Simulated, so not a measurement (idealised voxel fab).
You're looking at the process module voxel tone inversion.
Cross-section cut spans 200 nm and uses square cells 5 nm in size.
Reading order for cross-sections: top band down to bottom band. Underlying form: a grid of square cells. Band size: one or more rows of cells.
Top, bottom (nm), then materials left to right with widths (nm); lone material tagged "edge to edge" fills the whole band edge to edge; "air" = empty space.
Measure heights from 0. That's the level where, below it, the as-received wafer is all one material. The lowest band is bottomless and extends downward; write it as in "0 down".
Graded width ("30..40"): value in top row of band = first number; value in bottom row = second number; row-to-row change constant.
The cross-section has no changed cell in any step marked "nothing different".
"Entrapped void list" - sealed voids, min. 8 cells, no opening to top; format: width x height at distance (distance from left edge; nm throughout).
Past the settings on a step's line: simulator remark, on that step.
A step line may carry the setting "overlay nm", which, for steps involving a mask, states the distance by which the mask lay to the right of its intended position; negative values denote displacement to the left.
Planned process steps
- 1: RECEIVE, material Si
- 2: CONFORMAL_DEP, material SiN, thk nm 5
- 3: DIRECTIONAL_DEP, material aC, thk nm 20
- 4: PATTERN, tone cover, mask id POSTS, material resist, width nm 20, pitch nm 35, thk nm 30, overlay nm 0
- 5: DIRECTIONAL_ETCH, etch materials aC, depth nm 20
- 6: STRIP, etch materials resist
- 7: FILL_DEP, material SiO2, thk nm 10
- 8: CMP, height nm 15
- 9: STRIP, etch materials aC
- 10: CONFORMAL_DEP, material TiN, thk nm 5
- 11: FILL_DEP, material W, thk nm 10
- 12: CMP, height nm 25
- 13: CONFORMAL_DEP, material SiCN, thk nm 5
Quick note for whoever runs this: the wafers start identical, but the height nm at step 8 isn't the same across them. The plan just shows what the first wafer had.
As-received cross-section, first of several wafers, post step 1
> 0 down  Si edge to edge
> Entrapped void list: none
Per wafer, end of module: cells gained (+) or lost (-) per material since receipt, then closed voids
height nm 15 | +40 SiCN | +40 SiN | +56 SiO2 | +52 TiN | +52 W | Entrapped void list: none
height nm 20 | +40 SiCN | +40 SiN | +84 SiO2 | +58 TiN | +18 W | Entrapped void list: none
height nm 25 | +40 SiCN | +40 SiN | +112 SiO2 | +30 TiN | +18 W | Entrapped void list: none
height nm 30 | +40 SiCN | +40 SiN | +112 SiO2 | +48 aC | Entrapped void list: none
height nm 35 | +40 SiCN | +40 SiN | +112 SiO2 | +48 aC | Entrapped void list: none
